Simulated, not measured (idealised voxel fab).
process module | voxel gate over fins
cross-section cut | 245 nm wide | cells 5 nm
A cross-section is a grid of square cells, given in bands from the top down. A band is one or more rows of cells.
Each band's line starts with the height of the band's top and of its bottom, in nm. Then come its materials from left to right, each with its width in nm. One material with "throughout" fills the band from edge to edge. "air" is empty space.
Height 0 is the level under which the wafer as received is all one material. The lowest band goes on downwards, as in "0 down".
A width such as "30 to 40" changes by the same amount from each row of cells to the next, from the band's top row to its bottom row.
"no change" after a step means that no cell of the cross-section changed.
closed voids: empty space of 8 cells or more with no open way to the top, each as width x height at its distance from the left edge, in nm
after a step's settings: what the simulator itself notes on the step
overlay nm, on a step with a mask: how far to the right of its planned place the mask lay; to the left if negative
plan
1 op RECEIVE | material Si
2 op CONFORMAL_DEP | material SiN | thk nm 5
3 op PATTERN | tone cover | mask id FINS | material resist | width nm 15 | pitch nm 35 | thk nm 20 | overlay nm 0
4 op DIRECTIONAL_ETCH | etch materials SiN | depth nm 5
5 op DIRECTIONAL_ETCH | etch materials Si | depth nm 30
6 op STRIP | etch materials resist
7 op FILL_DEP | material SiO2 | thk nm 10
8 op CMP | height nm 5
9 op SELECTIVE_ETCH | etch materials SiO2 | depth nm 20
10 op STRIP | etch materials SiN
11 op CONFORMAL_DEP | material HfO2 | thk nm 5
12 op CONFORMAL_DEP | material TiN | thk nm 5
13 op CONFORMAL_DEP | material TiAl | thk nm 5
14 op CONFORMAL_DEP | material TiN | thk nm 5
15 op FILL_DEP | material W | thk nm 15
16 op CMP | height nm 30
17 op CONFORMAL_DEP | material SiCN | thk nm 5
as received, after step 1
  0 down: Si throughout
  closed voids: none
a wafer at the end: this start, this plan, one mistake
  35 to 30: SiCN throughout
  30 to 20: W throughout
  20 to 15: W 75 | TiN 95 | W 75
  15 to 10: W 75 | TiN 5 | TiAl 85 | TiN 5 | W 75
  10 to 5: W 75 | TiN 5 | TiAl 5 | TiN 75 | TiAl 5 | TiN 5 | W 75
  5 to 0: TiN 80 | TiAl 5 | TiN 5 | HfO2 30 | TiN 5 | HfO2 30 | TiN 5 | TiAl 5 | TiN 80
  0 to -5: TiAl 85 | TiN 5 | HfO2 5 | Si 20 | HfO2 5 | TiN 5 | HfO2 5 | Si 20 | HfO2 5 | TiN 5 | TiAl 85
  -5 to -10: TiN 90 | HfO2 5 | Si 20 | HfO2 5 | TiN 5 | HfO2 5 | Si 20 | HfO2 5 | TiN 90
  -10 to -15: HfO2 95 | Si 20 | HfO2 15 | Si 20 | HfO2 95
  -15 to -30: SiO2 95 | Si 20 | SiO2 15 | Si 20 | SiO2 95
  -30 down: Si throughout
  closed voids: none
what went wrong: step 3 ran as: op PATTERN | tone cover | mask id FINS | material resist | width nm 20 | pitch nm 35 | thk nm 20 | overlay nm 0
